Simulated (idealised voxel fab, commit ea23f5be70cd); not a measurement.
The process module that follows is named voxel ribs on slabs.
For reference, the cross-section in this document is cut, with width 185 nm and square cells of 5 nm.
Just so we're on the same page, the cross-sections are grids of square cells, and they're listed out in bands top to bottom, each band one or more rows deep. Heads up on the band format: heights come first, top then bottom, in nm. After that it's the materials left to right, each with its width in nm. A single material flagged "edge to edge" fills the whole band edge to edge, and "blank" means there's empty space there. The level at which height equals 0 is the one under which the wafer, as it arrives, is entirely one material. No lower edge exists for the bottom band, which continues downward and is notated as in "0 nm and below". A two-number width, for instance "30 to 40", indicates that the width is equal to the first number in the top row of the band and to the second number in the bottom row, and that it changes by a constant amount per row of cells. Basically "same as before" means that step didn't change any cell in the cross-section. Any empty space of 8 cells or more lacking an open way to the top shows up in "Voids lacking openings" as width x height at distance, distance from the left edge, in nm. Whatever follows a step's settings on its line is a remark the simulator itself makes about that step. "overlay nm" denotes, for a step that has a mask, the displacement of the mask to the right of its planned place, with negative values corresponding to the left.
Below is the list of planned process steps:
1 RECEIVE,material Si
2 DIRECTIONAL_DEP,material SiO2,thk nm 30
3 DIRECTIONAL_DEP,material polySi,thk nm 20
4 MASKED_ETCH,tone cover,mask id RIB,width nm 20,etch materials polySi,depth nm 5,overlay nm 0
5 DIRECTIONAL_DEP,material aC,thk nm 15
6 PATTERN,tone cover,mask id SLAB,material resist,width nm 50,thk nm 30,overlay nm 0
7 DIRECTIONAL_ETCH,etch materials aC,depth nm 15
8 STRIP,etch materials resist
9 DIRECTIONAL_ETCH,etch materials polySi,depth nm 15
10 STRIP,etch materials aC
11 FILL_DEP,material SiO2,thk nm 20
12 CMP,height nm 60
13 DIRECTIONAL_DEP,material W,thk nm 5
14 MASKED_ETCH,tone cover,mask id HEATER,width nm 30,etch materials W,depth nm 5,overlay nm 0
15 CONFORMAL_DEP,material SiO2,thk nm 5
Cross-section of the wafer at receipt, which is the condition after step 1:
0 nm and below: Si edge to edge
Voids lacking openings: none
Wafer cross-section at module end: first of two, run to plan:
70 nm to 65 nm: blank (70) / SiO2 (40) / blank (75)
65 nm to 60 nm: SiO2 (75) / W (30) / SiO2 (80)
60 nm to 50 nm: SiO2 edge to edge
50 nm to 45 nm: SiO2 (80) / polySi (20) / SiO2 (85)
45 nm to 30 nm: SiO2 (65) / polySi (50) / SiO2 (70)
30 nm to 0 nm: SiO2 edge to edge
0 nm and below: Si edge to edge
Voids lacking openings: none
Cross-section, second wafer: same start as the first, same plan as the first, one mistake in running it; taken at the end of the module:
65 nm to 60 nm: blank (75) / W (30) / blank (80)
60 nm to 50 nm: SiO2 edge to edge
50 nm to 45 nm: SiO2 (80) / polySi (20) / SiO2 (85)
45 nm to 30 nm: SiO2 (65) / polySi (50) / SiO2 (70)
30 nm to 0 nm: SiO2 edge to edge
0 nm and below: Si edge to edge
Voids lacking openings: none
What went wrong in running the wafer? step 15 was left out
Heads up, by the end the second wafer has more or fewer cells of some materials compared to the first: SiO2 -39
